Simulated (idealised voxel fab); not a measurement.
process module | voxel gate over fins
cross-section cut | 295 nm wide | cells 5 nm
A cross-section is a grid of square cells, given in bands from the top down. A band is one or more rows of cells.
Each band's line starts with the height of the band's top and of its bottom, in nm. Then come its materials from left to right, each with its width in nm. One material with "throughout" fills the band from edge to edge. "air" is empty space.
Height 0 is the level under which the wafer as received is all one material. The lowest band goes on downwards, as in "0 down".
A width such as "30 to 40" changes by the same amount from each row of cells to the next, from the band's top row to its bottom row.
"no change" after a step means that no cell of the cross-section changed.
closed voids: empty space of 8 cells or more with no open way to the top, each as width x height at its distance from the left edge, in nm
after a step's settings: what the simulator itself notes on the step
overlay nm, on a step with a mask: how far to the right of its planned place the mask lay; to the left if negative
Each pair below shows a cross-section before one step and the cross-section after it, down to the lowest band that changed. The line under each pair gives the step between them, with its settings. The pairs can come from different runs of this module on the same starting wafer, so a pair continues from the pair above only where its "before" says so.
before
  0 down: Si throughout
  closed voids: none
after
  10 to 0: SiN throughout
  below 0: unchanged
  closed voids: none
the step between: op CONFORMAL_DEP | material SiN | thk nm 10
before: the cross-section after the pair above
after
  30 to 10: air 115 | resist 15 | air 30 | resist 15 | air 120
  below 10: unchanged
  closed voids: none
the step between: op PATTERN | tone cover | mask id FINS | material resist | width nm 15 | pitch nm 45 | thk nm 20 | overlay nm 0
before: the cross-section after the pair above
after
  30 to 10: air 115 | resist 15 | air 30 | resist 15 | air 120
  10 to 0: air 115 | SiN 15 | air 30 | SiN 15 | air 120
  below 0: unchanged
  closed voids: none
the step between: op DIRECTIONAL_ETCH | etch materials SiN | depth nm 10
before: the cross-section after the pair above
after
  30 to 10: air 115 | resist 15 | air 30 | resist 15 | air 120
  10 to 0: air 115 | SiN 15 | air 30 | SiN 15 | air 120
  0 to -40: air 115 | Si 15 | air 30 | Si 15 | air 120
  below -40: unchanged
  closed voids: none
the step between: op DIRECTIONAL_ETCH | etch materials Si | depth nm 40
before: the cross-section after the pair above
after
  10 to 0: air 115 | SiN 15 | air 30 | SiN 15 | air 120
  below 0: unchanged
  closed voids: none
the step between: op STRIP | etch materials resist
before: the cross-section after the pair above
after
  10 to 0: air 115 | SiN 15 | air 30 | SiN 15 | air 120
  0 to -40: air 115 | SiO2 5 | Si 5 | SiO2 5 | air 30 | SiO2 5 | Si 5 | SiO2 5 | air 120
  -40 to -45: SiO2 120 | Si 5 | SiO2 40 | Si 5 | SiO2 125
  below -45: unchanged
  closed voids: none
the step between: op OXIDIZE | depth nm 5
before: the cross-section after the pair above
after
  25 to 10: SiO2 throughout
  10 to 0: SiO2 115 | SiN 15 | SiO2 30 | SiN 15 | SiO2 120
  0 to -45: SiO2 120 | Si 5 | SiO2 40 | Si 5 | SiO2 125
  below -45: unchanged
  closed voids: none
the step between: op FILL_DEP | material SiO2 | thk nm 15
before: the cross-section after the pair above
after
  10 to 0: SiO2 115 | SiN 15 | SiO2 30 | SiN 15 | SiO2 120
  below 0: unchanged
  closed voids: none
the step between: op CMP | height nm 10
before: the cross-section after the pair above
after
  10 to 0: air 115 | SiN 15 | air 30 | SiN 15 | air 120
  0 to -10: air 120 | Si 5 | air 40 | Si 5 | air 125
  below -10: unchanged
  closed voids: none
the step between: op SELECTIVE_ETCH | etch materials SiO2 | depth nm 20
before: the cross-section after the pair above
after
  0 to -10: air 120 | Si 5 | air 40 | Si 5 | air 125
  below -10: unchanged
  closed voids: none
the step between: op STRIP | etch materials SiN
before: the cross-section after the pair above
after
  5 to 0: air 115 | HfO2 15 | air 30 | HfO2 15 | air 120
  0 to -5: air 115 | HfO2 5 | Si 5 | HfO2 5 | air 30 | HfO2 5 | Si 5 | HfO2 5 | air 120
  -5 to -10: HfO2 120 | Si 5 | HfO2 40 | Si 5 | HfO2 125
  below -10: unchanged
  closed voids: none
the step between: op CONFORMAL_DEP | material HfO2 | thk nm 5
before: the cross-section after the pair above
after
  10 to 5: air 110 | TiN 25 | air 20 | TiN 25 | air 115
  5 to 0: air 110 | TiN 5 | HfO2 15 | TiN 5 | air 20 | TiN 5 | HfO2 15 | TiN 5 | air 115
  0 to -5: TiN 115 | HfO2 5 | Si 5 | HfO2 5 | TiN 30 | HfO2 5 | Si 5 | HfO2 5 | TiN 120
  below -5: unchanged
  closed voids: none
the step between: op CONFORMAL_DEP | material TiN | thk nm 5
before: the cross-section after the pair above
after
  20 to 10: W throughout
  10 to 5: W 110 | TiN 25 | W 20 | TiN 25 | W 115
  5 to 0: W 110 | TiN 5 | HfO2 15 | TiN 5 | W 20 | TiN 5 | HfO2 15 | TiN 5 | W 115
  below 0: unchanged
  closed voids: none
the step between: op FILL_DEP | material W | thk nm 10
before: the cross-section after the pair above
after
  15 to 10: W throughout
  below 10: unchanged
  closed voids: none
the step between: op CMP | height nm 15
before: the cross-section after the pair above
after
  25 to 15: SiN throughout
  below 15: unchanged
  closed voids: none
the step between: op CONFORMAL_DEP | material SiN | thk nm 10
before
  25 to 10: SiO2 throughout
  10 to 0: SiO2 115 | SiN 15 | SiO2 30 | SiN 15 | SiO2 120
  0 to -45: SiO2 120 | Si 5 | SiO2 40 | Si 5 | SiO2 125
  -45 down: Si throughout
  closed voids: none
after
  10 to 5: air 115 | SiN 15 | air 30 | SiN 15 | air 120
  below 5: unchanged
  closed voids: none
the step between: op SELECTIVE_ETCH | etch materials SiO2 | depth nm 20
before: the cross-section after the pair above
after
  5 to 0: SiO2 115 | air 15 | SiO2 30 | air 15 | SiO2 120
  below 0: unchanged
  closed voids: none
the step between: op STRIP | etch materials SiN
before: the cross-section after the pair above
after
  10 to 5: HfO2 120 | air 5 | HfO2 40 | air 5 | HfO2 125
  5 to 0: SiO2 115 | HfO2 15 | SiO2 30 | HfO2 15 | SiO2 120
  below 0: unchanged
  closed voids: none
the step between: op CONFORMAL_DEP | material HfO2 | thk nm 5
before: the cross-section after the pair above
after
  15 to 10: TiN throughout
  10 to 5: HfO2 120 | TiN 5 | HfO2 40 | TiN 5 | HfO2 125
  below 5: unchanged
  closed voids: none
the step between: op CONFORMAL_DEP | material TiN | thk nm 5
before: the cross-section after the pair above
after
  25 to 15: W throughout
  below 15: unchanged
  closed voids: none
the step between: op FILL_DEP | material W | thk nm 10
before: the cross-section after the pair above
after
  15 to 10: TiN throughout
  below 10: unchanged
  closed voids: none
the step between: op CMP | height nm 15
before: the cross-section after the pair above
after
  25 to 15: SiN throughout
  below 15: unchanged
  closed voids: none
the step between: op CONFORMAL_DEP | material SiN | thk nm 10
before
  10 to 0: air 115 | SiN 15 | air 30 | SiN 15 | air 120
  0 to -10: air 120 | Si 5 | air 40 | Si 5 | air 125
  -10 to -45: SiO2 120 | Si 5 | SiO2 40 | Si 5 | SiO2 125
  -45 down: Si throughout
  closed voids: none
after
  10 to 0: air 115 | SiN 15 | air 30 | SiN 15 | air 120
  0 to -30: air 120 | Si 5 | air 40 | Si 5 | air 125
  below -30: unchanged
  closed voids: none
the step between: op SELECTIVE_ETCH | etch materials SiO2 | depth nm 20
before: the cross-section after the pair above
after
  0 to -30: air 120 | Si 5 | air 40 | Si 5 | air 125
  below -30: unchanged
  closed voids: none
the step between: op STRIP | etch materials SiN
before: the cross-section after the pair above
after
  5 to 0: air 115 | HfO2 15 | air 30 | HfO2 15 | air 120
  0 to -25: air 115 | HfO2 5 | Si 5 | HfO2 5 | air 30 | HfO2 5 | Si 5 | HfO2 5 | air 120
  -25 to -30: HfO2 120 | Si 5 | HfO2 40 | Si 5 | HfO2 125
  below -30: unchanged
  closed voids: none
the step between: op CONFORMAL_DEP | material HfO2 | thk nm 5
before: the cross-section after the pair above
after
  10 to 5: air 110 | TiN 25 | air 20 | TiN 25 | air 115
  5 to 0: air 110 | TiN 5 | HfO2 15 | TiN 5 | air 20 | TiN 5 | HfO2 15 | TiN 5 | air 115
  0 to -20: air 110 | TiN 5 | HfO2 5 | Si 5 | HfO2 5 | TiN 5 | air 20 | TiN 5 | HfO2 5 | Si 5 | HfO2 5 | TiN 5 | air 115
  -20 to -25: TiN 115 | HfO2 5 | Si 5 | HfO2 5 | TiN 30 | HfO2 5 | Si 5 | HfO2 5 | TiN 120
  below -25: unchanged
  closed voids: none
the step between: op CONFORMAL_DEP | material TiN | thk nm 5
before: the cross-section after the pair above
after
  20 to 10: W throughout
  10 to 5: W 110 | TiN 25 | W 20 | TiN 25 | W 115
  5 to 0: W 110 | TiN 5 | HfO2 15 | TiN 5 | W 20 | TiN 5 | HfO2 15 | TiN 5 | W 115
  0 to -20: W 110 | TiN 5 | HfO2 5 | Si 5 | HfO2 5 | TiN 5 | W 20 | TiN 5 | HfO2 5 | Si 5 | HfO2 5 | TiN 5 | W 115
  below -20: unchanged
  closed voids: none
the step between: op FILL_DEP | material W | thk nm 10
before: the cross-section after the pair above
after
  15 to 10: W throughout
  below 10: unchanged
  closed voids: none
the step between: op CMP | height nm 15
before: the cross-section after the pair above
after
  25 to 15: SiN throughout
  below 15: unchanged
  closed voids: none
the step between: op CONFORMAL_DEP | material SiN | thk nm 10
before
  0 to -10: air 120 | Si 5 | air 40 | Si 5 | air 125
  -10 to -45: SiO2 120 | Si 5 | SiO2 40 | Si 5 | SiO2 125
  -45 down: Si throughout
  closed voids: none
after
  5 to 0: air 115 | TiN 15 | air 30 | TiN 15 | air 120
  0 to -5: air 115 | TiN 5 | Si 5 | TiN 5 | air 30 | TiN 5 | Si 5 | TiN 5 | air 120
  -5 to -10: TiN 120 | Si 5 | TiN 40 | Si 5 | TiN 125
  below -10: unchanged
  closed voids: none
the step between: op CONFORMAL_DEP | material TiN | thk nm 5
before: the cross-section after the pair above
after
  10 to 5: air 110 | HfO2 25 | air 20 | HfO2 25 | air 115
  5 to 0: air 110 | HfO2 5 | TiN 15 | HfO2 5 | air 20 | HfO2 5 | TiN 15 | HfO2 5 | air 115
  0 to -5: HfO2 115 | TiN 5 | Si 5 | TiN 5 | HfO2 30 | TiN 5 | Si 5 | TiN 5 | HfO2 120
  below -5: unchanged
  closed voids: none
the step between: op CONFORMAL_DEP | material HfO2 | thk nm 5
before: the cross-section after the pair above
after
  20 to 10: W throughout
  10 to 5: W 110 | HfO2 25 | W 20 | HfO2 25 | W 115
  5 to 0: W 110 | HfO2 5 | TiN 15 | HfO2 5 | W 20 | HfO2 5 | TiN 15 | HfO2 5 | W 115
  below 0: unchanged
  closed voids: none
the step between: op FILL_DEP | material W | thk nm 10
before: the cross-section after the pair above
after
  15 to 10: W throughout
  below 10: unchanged
  closed voids: none
the step between: op CMP | height nm 15
before: the cross-section after the pair above
after
  25 to 15: SiN throughout
  below 15: unchanged
  closed voids: none
the step between: op CONFORMAL_DEP | material SiN | thk nm 10
before
  5 to 0: air 115 | HfO2 15 | air 30 | HfO2 15 | air 120
  0 to -5: air 115 | HfO2 5 | Si 5 | HfO2 5 | air 30 | HfO2 5 | Si 5 | HfO2 5 | air 120
  -5 to -10: HfO2 120 | Si 5 | HfO2 40 | Si 5 | HfO2 125
  -10 to -45: SiO2 120 | Si 5 | SiO2 40 | Si 5 | SiO2 125
  -45 down: Si throughout
  closed voids: none
after
  20 to 10: air 100 | TiN 90 | air 105
  10 to 5: TiN throughout
  5 to 0: TiN 115 | HfO2 15 | TiN 30 | HfO2 15 | TiN 120
  0 to -5: TiN 115 | HfO2 5 | Si 5 | HfO2 5 | TiN 30 | HfO2 5 | Si 5 | HfO2 5 | TiN 120
  below -5: unchanged
  closed voids: none
the step between: op CONFORMAL_DEP | material TiN | thk nm 15
before: the cross-section after the pair above
after
  30 to 20: W throughout
  20 to 10: W 100 | TiN 90 | W 105
  below 10: unchanged
  closed voids: none
the step between: op FILL_DEP | material W | thk nm 10
before: the cross-section after the pair above
after
  15 to 10: W 100 | TiN 90 | W 105
  below 10: unchanged
  closed voids: none
the step between: op CMP | height nm 15
before: the cross-section after the pair above
after
  25 to 15: SiN throughout
  below 15: unchanged
  closed voids: none
the step between: op CONFORMAL_DEP | material SiN | thk nm 10
before
  10 to 0: SiN throughout
  0 down: Si throughout
  closed voids: none
after
  30 to 10: air 115 | resist 20 | air 25 | resist 20 | air 115
  below 10: unchanged
  closed voids: none
the step between: op PATTERN | tone cover | mask id FINS | material resist | width nm 20 | pitch nm 45 | thk nm 20 | overlay nm 0
before: the cross-section after the pair above
after
  30 to 10: air 115 | resist 20 | air 25 | resist 20 | air 115
  10 to 0: air 115 | SiN 20 | air 25 | SiN 20 | air 115
  below 0: unchanged
  closed voids: none
the step between: op DIRECTIONAL_ETCH | etch materials SiN | depth nm 10
before: the cross-section after the pair above
after
  30 to 10: air 115 | resist 20 | air 25 | resist 20 | air 115
  10 to 0: air 115 | SiN 20 | air 25 | SiN 20 | air 115
  0 to -40: air 115 | Si 20 | air 25 | Si 20 | air 115
  below -40: unchanged
  closed voids: none
the step between: op DIRECTIONAL_ETCH | etch materials Si | depth nm 40
before: the cross-section after the pair above
after
  10 to 0: air 115 | SiN 20 | air 25 | SiN 20 | air 115
  below 0: unchanged
  closed voids: none
the step between: op STRIP | etch materials resist
before: the cross-section after the pair above
after
  10 to 0: air 115 | SiN 20 | air 25 | SiN 20 | air 115
  0 to -40: air 115 | SiO2 5 | Si 10 | SiO2 5 | air 25 | SiO2 5 | Si 10 | SiO2 5 | air 115
  -40 to -45: SiO2 120 | Si 10 | SiO2 35 | Si 10 | SiO2 120
  below -45: unchanged
  closed voids: none
the step between: op OXIDIZE | depth nm 5
before: the cross-section after the pair above
after
  25 to 10: SiO2 throughout
  10 to 0: SiO2 115 | SiN 20 | SiO2 25 | SiN 20 | SiO2 115
  0 to -45: SiO2 120 | Si 10 | SiO2 35 | Si 10 | SiO2 120
  below -45: unchanged
  closed voids: none
the step between: op FILL_DEP | material SiO2 | thk nm 15
before: the cross-section after the pair above
after
  10 to 0: SiO2 115 | SiN 20 | SiO2 25 | SiN 20 | SiO2 115
  below 0: unchanged
  closed voids: none
the step between: op CMP | height nm 10
before: the cross-section after the pair above
after
  10 to 0: air 115 | SiN 20 | air 25 | SiN 20 | air 115
  0 to -10: air 120 | Si 10 | air 35 | Si 10 | air 120
  below -10: unchanged
  closed voids: none
the step between: op SELECTIVE_ETCH | etch materials SiO2 | depth nm 20
before: the cross-section after the pair above
after
  0 to -10: air 120 | Si 10 | air 35 | Si 10 | air 120
  below -10: unchanged
  closed voids: none
the step between: op STRIP | etch materials SiN
before: the cross-section after the pair above
after
  5 to 0: air 115 | HfO2 20 | air 25 | HfO2 20 | air 115
  0 to -5: air 115 | HfO2 5 | Si 10 | HfO2 5 | air 25 | HfO2 5 | Si 10 | HfO2 5 | air 115
  -5 to -10: HfO2 120 | Si 10 | HfO2 35 | Si 10 | HfO2 120
  below -10: unchanged
  closed voids: none
the step between: op CONFORMAL_DEP | material HfO2 | thk nm 5
before: the cross-section after the pair above
after
  10 to 5: air 110 | TiN 30 | air 15 | TiN 30 | air 110
  5 to 0: air 110 | TiN 5 | HfO2 20 | TiN 5 | air 15 | TiN 5 | HfO2 20 | TiN 5 | air 110
  0 to -5: TiN 115 | HfO2 5 | Si 10 | HfO2 5 | TiN 25 | HfO2 5 | Si 10 | HfO2 5 | TiN 115
  below -5: unchanged
  closed voids: none
the step between: op CONFORMAL_DEP | material TiN | thk nm 5
before: the cross-section after the pair above
after
  20 to 10: W throughout
  10 to 5: W 110 | TiN 30 | W 15 | TiN 30 | W 110
  5 to 0: W 110 | TiN 5 | HfO2 20 | TiN 5 | W 15 | TiN 5 | HfO2 20 | TiN 5 | W 110
  below 0: unchanged
  closed voids: none
the step between: op FILL_DEP | material W | thk nm 10
before: the cross-section after the pair above
after
  15 to 10: W throughout
  below 10: unchanged
  closed voids: none
the step between: op CMP | height nm 15
before: the cross-section after the pair above
after
  25 to 15: SiN throughout
  below 15: unchanged
  closed voids: none
the step between: op CONFORMAL_DEP | material SiN | thk nm 10
before
  10 to 0: SiN throughout
  0 down: Si throughout
  closed voids: none
after
  30 to 10: air 125 | resist 15 | air 30 | resist 15 | air 110
  below 10: unchanged
  closed voids: none
the step between: op PATTERN | tone cover | mask id FINS | material resist | width nm 15 | pitch nm 45 | thk nm 20 | overlay nm 10
before: the cross-section after the pair above
after
  30 to 10: air 125 | resist 15 | air 30 | resist 15 | air 110
  10 to 0: air 125 | SiN 15 | air 30 | SiN 15 | air 110
  below 0: unchanged
  closed voids: none
the step between: op DIRECTIONAL_ETCH | etch materials SiN | depth nm 10
before: the cross-section after the pair above
after
  30 to 10: air 125 | resist 15 | air 30 | resist 15 | air 110
  10 to 0: air 125 | SiN 15 | air 30 | SiN 15 | air 110
  0 to -40: air 125 | Si 15 | air 30 | Si 15 | air 110
  below -40: unchanged
  closed voids: none
the step between: op DIRECTIONAL_ETCH | etch materials Si | depth nm 40
before: the cross-section after the pair above
after
  10 to 0: air 125 | SiN 15 | air 30 | SiN 15 | air 110
  below 0: unchanged
  closed voids: none
the step between: op STRIP | etch materials resist
before: the cross-section after the pair above
after
  10 to 0: air 125 | SiN 15 | air 30 | SiN 15 | air 110
  0 to -40: air 125 | SiO2 5 | Si 5 | SiO2 5 | air 30 | SiO2 5 | Si 5 | SiO2 5 | air 110
  -40 to -45: SiO2 130 | Si 5 | SiO2 40 | Si 5 | SiO2 115
  below -45: unchanged
  closed voids: none
the step between: op OXIDIZE | depth nm 5
before: the cross-section after the pair above
after
  25 to 10: SiO2 throughout
  10 to 0: SiO2 125 | SiN 15 | SiO2 30 | SiN 15 | SiO2 110
  0 to -45: SiO2 130 | Si 5 | SiO2 40 | Si 5 | SiO2 115
  below -45: unchanged
  closed voids: none
the step between: op FILL_DEP | material SiO2 | thk nm 15
before: the cross-section after the pair above
after
  10 to 0: SiO2 125 | SiN 15 | SiO2 30 | SiN 15 | SiO2 110
  below 0: unchanged
  closed voids: none
the step between: op CMP | height nm 10
before: the cross-section after the pair above
after
  10 to 0: air 125 | SiN 15 | air 30 | SiN 15 | air 110
  0 to -10: air 130 | Si 5 | air 40 | Si 5 | air 115
  below -10: unchanged
  closed voids: none
the step between: op SELECTIVE_ETCH | etch materials SiO2 | depth nm 20
before: the cross-section after the pair above
after
  0 to -10: air 130 | Si 5 | air 40 | Si 5 | air 115
  below -10: unchanged
  closed voids: none
the step between: op STRIP | etch materials SiN
before: the cross-section after the pair above
after
  5 to 0: air 125 | HfO2 15 | air 30 | HfO2 15 | air 110
  0 to -5: air 125 | HfO2 5 | Si 5 | HfO2 5 | air 30 | HfO2 5 | Si 5 | HfO2 5 | air 110
  -5 to -10: HfO2 130 | Si 5 | HfO2 40 | Si 5 | HfO2 115
  below -10: unchanged
  closed voids: none
the step between: op CONFORMAL_DEP | material HfO2 | thk nm 5
before: the cross-section after the pair above
after
  10 to 5: air 120 | TiN 25 | air 20 | TiN 25 | air 105
  5 to 0: air 120 | TiN 5 | HfO2 15 | TiN 5 | air 20 | TiN 5 | HfO2 15 | TiN 5 | air 105
  0 to -5: TiN 125 | HfO2 5 | Si 5 | HfO2 5 | TiN 30 | HfO2 5 | Si 5 | HfO2 5 | TiN 110
  below -5: unchanged
  closed voids: none
the step between: op CONFORMAL_DEP | material TiN | thk nm 5
before: the cross-section after the pair above
after
  20 to 10: W throughout
  10 to 5: W 120 | TiN 25 | W 20 | TiN 25 | W 105
  5 to 0: W 120 | TiN 5 | HfO2 15 | TiN 5 | W 20 | TiN 5 | HfO2 15 | TiN 5 | W 105
  below 0: unchanged
  closed voids: none
the step between: op FILL_DEP | material W | thk nm 10
before: the cross-section after the pair above
after
  15 to 10: W throughout
  below 10: unchanged
  closed voids: none
the step between: op CMP | height nm 15
before: the cross-section after the pair above
after
  25 to 15: SiN throughout
  below 15: unchanged
  closed voids: none
the step between: op CONFORMAL_DEP | material SiN | thk nm 10
before
  15 to 10: W throughout
  10 to 5: W 110 | TiN 25 | W 20 | TiN 25 | W 115
  5 to 0: W 110 | TiN 5 | HfO2 15 | TiN 5 | W 20 | TiN 5 | HfO2 15 | TiN 5 | W 115
  0 to -5: TiN 115 | HfO2 5 | Si 5 | HfO2 5 | TiN 30 | HfO2 5 | Si 5 | HfO2 5 | TiN 120
  -5 to -10: HfO2 120 | Si 5 | HfO2 40 | Si 5 | HfO2 125
  -10 to -45: SiO2 120 | Si 5 | SiO2 40 | Si 5 | SiO2 125
  -45 down: Si throughout
  closed voids: none
after
  25 to 15: SiO2 throughout
  below 15: unchanged
  closed voids: none
the step between: op CONFORMAL_DEP | material SiO2 | thk nm 10
before
  10 to 0: SiN throughout
  0 down: Si throughout
  closed voids: none
after
  30 to 10: resist 115 | air 15 | resist 30 | air 15 | resist 120
  below 10: unchanged
  closed voids: none
the step between: op PATTERN | tone open | mask id FINS | material resist | width nm 15 | pitch nm 45 | thk nm 20 | overlay nm 0
before: the cross-section after the pair above
after
  30 to 10: resist 115 | air 15 | resist 30 | air 15 | resist 120
  10 to 0: SiN 115 | air 15 | SiN 30 | air 15 | SiN 120
  below 0: unchanged
  closed voids: none
the step between: op DIRECTIONAL_ETCH | etch materials SiN | depth nm 10
before: the cross-section after the pair above
after
  30 to 10: resist 115 | air 15 | resist 30 | air 15 | resist 120
  10 to 0: SiN 115 | air 15 | SiN 30 | air 15 | SiN 120
  0 to -40: Si 115 | air 15 | Si 30 | air 15 | Si 120
  below -40: unchanged
  closed voids: none
the step between: op DIRECTIONAL_ETCH | etch materials Si | depth nm 40
before: the cross-section after the pair above
after
  10 to 0: SiN 115 | air 15 | SiN 30 | air 15 | SiN 120
  below 0: unchanged
  closed voids: none
the step between: op STRIP | etch materials resist
before: the cross-section after the pair above
after
  10 to 0: SiN 115 | air 15 | SiN 30 | air 15 | SiN 120
  0 to -40: Si 110 | SiO2 5 | air 15 | SiO2 5 | Si 20 | SiO2 5 | air 15 | SiO2 5 | Si 115
  -40 to -45: Si 110 | SiO2 25 | Si 20 | SiO2 25 | Si 115
  below -45: unchanged
  closed voids: none
the step between: op OXIDIZE | depth nm 5
before: the cross-section after the pair above
after
  25 to 10: SiO2 throughout
  10 to 0: SiN 115 | SiO2 15 | SiN 30 | SiO2 15 | SiN 120
  0 to -45: Si 110 | SiO2 25 | Si 20 | SiO2 25 | Si 115
  below -45: unchanged
  closed voids: none
the step between: op FILL_DEP | material SiO2 | thk nm 15
before: the cross-section after the pair above
after
  10 to 0: SiN 115 | SiO2 15 | SiN 30 | SiO2 15 | SiN 120
  below 0: unchanged
  closed voids: none
the step between: op CMP | height nm 10
before: the cross-section after the pair above
after
  10 to 0: SiN 115 | air 15 | SiN 30 | air 15 | SiN 120
  0 to -10: Si 110 | air 25 | Si 20 | air 25 | Si 115
  below -10: unchanged
  closed voids: none
the step between: op SELECTIVE_ETCH | etch materials SiO2 | depth nm 20
before: the cross-section after the pair above
after
  0 to -10: Si 110 | air 25 | Si 20 | air 25 | Si 115
  below -10: unchanged
  closed voids: none
the step between: op STRIP | etch materials SiN
before: the cross-section after the pair above
after
  5 to 0: HfO2 115 | air 15 | HfO2 30 | air 15 | HfO2 120
  0 to -5: Si 110 | HfO2 5 | air 15 | HfO2 5 | Si 20 | HfO2 5 | air 15 | HfO2 5 | Si 115
  -5 to -10: Si 110 | HfO2 25 | Si 20 | HfO2 25 | Si 115
  below -10: unchanged
  closed voids: none
the step between: op CONFORMAL_DEP | material HfO2 | thk nm 5
before: the cross-section after the pair above
after
  10 to 5: TiN 120 | air 5 | TiN 40 | air 5 | TiN 125
  5 to 0: HfO2 115 | TiN 5 | air 5 | TiN 5 | HfO2 30 | TiN 5 | air 5 | TiN 5 | HfO2 120
  0 to -5: Si 110 | HfO2 5 | TiN 15 | HfO2 5 | Si 20 | HfO2 5 | TiN 15 | HfO2 5 | Si 115
  below -5: unchanged
  closed voids: none
the step between: op CONFORMAL_DEP | material TiN | thk nm 5
before: the cross-section after the pair above
after
  20 to 10: W throughout
  10 to 5: TiN 120 | W 5 | TiN 40 | W 5 | TiN 125
  5 to 0: HfO2 115 | TiN 5 | W 5 | TiN 5 | HfO2 30 | TiN 5 | W 5 | TiN 5 | HfO2 120
  below 0: unchanged
  closed voids: none
the step between: op FILL_DEP | material W | thk nm 10
before: the cross-section after the pair above
after
  15 to 10: W throughout
  below 10: unchanged
  closed voids: none
the step between: op CMP | height nm 15
before: the cross-section after the pair above
after
  25 to 15: SiN throughout
  below 15: unchanged
  closed voids: none
the step between: op CONFORMAL_DEP | material SiN | thk nm 10
